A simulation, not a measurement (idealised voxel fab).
This section sets out a process module, namely voxel released beams.
Shown is cross-section cut, with a width of 205 nm and square cells of size 5 nm.
Cross-section layout: square cells on a grid; listed as bands, top to bottom; a band spans one or more cell rows.
For a band, the entry starts with two heights in nm, that of the top and then that of the bottom, and carries on with the band's materials in order from left to right, each alongside its width in nm; the word "edge to edge" beside a single material means it fills the band edge to edge, and "empty" means empty space.
Height 0 is the level under which the wafer as received is all one material. The lowest band goes on downwards, as in "0..down".
Top row gets the first number, bottom row gets the second, and each row in between changes by the same step: that is how a band width like "30 to 40" works.
"no modifications", as given for a step, is the statement that not any cell of the cross-section underwent a change during that step.
Look at "Catalogued sealed voids" for the closed voids: empty spaces with no open path to the top, sized 8 cells or up. Each is width x height at distance, distance from the left edge, all nm.
The remark found on a step's line after its settings is issued by the simulator itself and pertains to that step.
overlay nm: where the mask lay relative to plan, measured to the right, on steps with a mask; negatives go left.

STEPS PLANNED FOR THE PROCESS
1. RECEIVE [material Si]
2. CONFORMAL_DEP [material SiN] [thk nm 10]
3. DIRECTIONAL_DEP [material SiO2] [thk nm 15]
4. MASKED_ETCH [tone open] [mask id ANCHOR] [width nm 45] [etch materials SiO2] [depth nm 15] [overlay nm 0]
5. CONFORMAL_DEP [material TiN] [thk nm 15]
6. MASKED_ETCH [tone cover] [mask id BEAM] [width nm 95] [etch materials TiN] [depth nm 15] [overlay nm 0]
7. STRIP [etch materials SiO2]

STEP 1 COMPLETE: CROSS-SECTION OF THE WAFER AS RECEIVED
> 0..down | Si edge to edge
> Catalogued sealed voids: none

CROSS-SECTION: FIRST OF TWO WAFERS, MODULE FINISHED, RUN ACCORDING TO PLAN
> 40..25 | empty: 50 | TiN: 20 | empty: 15 | TiN: 60 | empty: 60
> 25..10 | empty: 55 | TiN: 45 | empty: 105
> 10..0 | SiN edge to edge
> 0..down | Si edge to edge
> Catalogued sealed voids: none

THE SECOND WAFER, SHOWN IN CROSS-SECTION AFTER THE MODULE: STARTED THE SAME WAY AS THE FIRST AND GIVEN THE SAME PLAN, YET ONE MISTAKE CREPT INTO HOW IT WAS RUN
> 30..25 | empty: 50 | TiN: 10 | empty: 35 | TiN: 50 | empty: 60
> 25..15 | empty: 55 | TiN: 5 | empty: 35 | TiN: 5 | empty: 105
> 15..10 | empty: 55 | TiN: 45 | empty: 105
> 10..0 | SiN edge to edge
> 0..down | Si edge to edge
> Catalogued sealed voids: none
So what did we get wrong on this run? planned and actual differ for step 5; actual: CONFORMAL_DEP [material TiN] [thk nm 5]
Count the cells at the end and the second wafer has more or fewer of some materials than the first: 50 fewer of TiN
